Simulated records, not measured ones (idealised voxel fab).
process module | voxel self aligned vias
cross-section cut | 170 nm wide | cells 5 nm
A cross-section is a grid of square cells, given in bands from the top down. A band is one or more rows of cells.
Each band's line starts with the height of the band's top and of its bottom, in nm. Then come its materials from left to right, each with its width in nm. One material with "throughout" fills the band from edge to edge. "air" is empty space.
Height 0 is the level under which the wafer as received is all one material. The lowest band goes on downwards, as in "0 down".
A width such as "30 to 40" changes by the same amount from each row of cells to the next, from the band's top row to its bottom row.
"no change" after a step means that no cell of the cross-section changed.
closed voids: empty space of 8 cells or more with no open way to the top, each as width x height at its distance from the left edge, in nm
after a step's settings: what the simulator itself notes on the step
overlay nm, on a step with a mask: how far to the right of its planned place the mask lay; to the left if negative
plan
1 op RECEIVE | material Si
2 op CONFORMAL_DEP | material SiO2 | thk nm 15
3 op CONFORMAL_DEP | material SiCN | thk nm 5
4 op DIRECTIONAL_DEP | material lowk | thk nm 30
5 op MASKED_ETCH | tone open | mask id LINES | width nm 20 | pitch nm 50 | etch materials lowk | depth nm 30 | overlay nm 0
6 op CONFORMAL_DEP | material TiN | thk nm 5
7 op FILL_DEP | material Ru | thk nm 10
8 op CMP | height nm 50
9 op SELECTIVE_ETCH | etch materials W Ru TiN | depth nm 5
10 op FILL_DEP | material SiN | thk nm 10
11 op CMP | height nm 50
12 op DIRECTIONAL_DEP | material lowk | thk nm 15
13 op MASKED_ETCH | tone open | mask id VIAS | width nm 30 | pitch nm 50 | etch materials lowk | depth nm 15 | overlay nm 0
14 op MASKED_ETCH | tone open | mask id VIAS | width nm 30 | pitch nm 50 | etch materials SiN | depth nm 5 | overlay nm 0
15 op CONFORMAL_DEP | material TiN | thk nm 5
16 op FILL_DEP | material Cu | thk nm 5
17 op CMP | height nm 65
18 op CONFORMAL_DEP | material SiN | thk nm 5
as received, after step 1
  0 down: Si throughout
  closed voids: none
first wafer at the end, as planned
  70 to 65: SiN throughout
  65 to 55: lowk 45 | TiN 5 | Cu 20 | TiN 5 | lowk 20 | TiN 5 | Cu 20 | TiN 5 | lowk 45
  55 to 50: lowk 45 | TiN 10 | Cu 10 | TiN 10 | lowk 20 | TiN 10 | Cu 10 | TiN 10 | lowk 45
  50 to 45: lowk 50 | TiN 20 | lowk 30 | TiN 20 | lowk 50
  45 to 25: lowk 50 | TiN 5 | Ru 10 | TiN 5 | lowk 30 | TiN 5 | Ru 10 | TiN 5 | lowk 50
  25 to 20: lowk 50 | TiN 20 | lowk 30 | TiN 20 | lowk 50
  20 to 15: SiCN throughout
  15 to 0: SiO2 throughout
  0 down: Si throughout
  closed voids: none
second wafer at the end: like start, like plan, one mistake
  70 to 65: SiN throughout
  65 to 55: lowk 45 | TiN 5 | W 20 | TiN 5 | lowk 20 | TiN 5 | W 20 | TiN 5 | lowk 45
  55 to 50: lowk 45 | TiN 10 | W 10 | TiN 10 | lowk 20 | TiN 10 | W 10 | TiN 10 | lowk 45
  50 to 45: lowk 50 | TiN 20 | lowk 30 | TiN 20 | lowk 50
  45 to 25: lowk 50 | TiN 5 | Ru 10 | TiN 5 | lowk 30 | TiN 5 | Ru 10 | TiN 5 | lowk 50
  25 to 20: lowk 50 | TiN 20 | lowk 30 | TiN 20 | lowk 50
  20 to 15: SiCN throughout
  15 to 0: SiO2 throughout
  0 down: Si throughout
  closed voids: none
what went wrong: step 16 ran as: op FILL_DEP | material W | thk nm 5
at the end the second wafer has, in cells: 20 fewer of Cu | 20 more of W
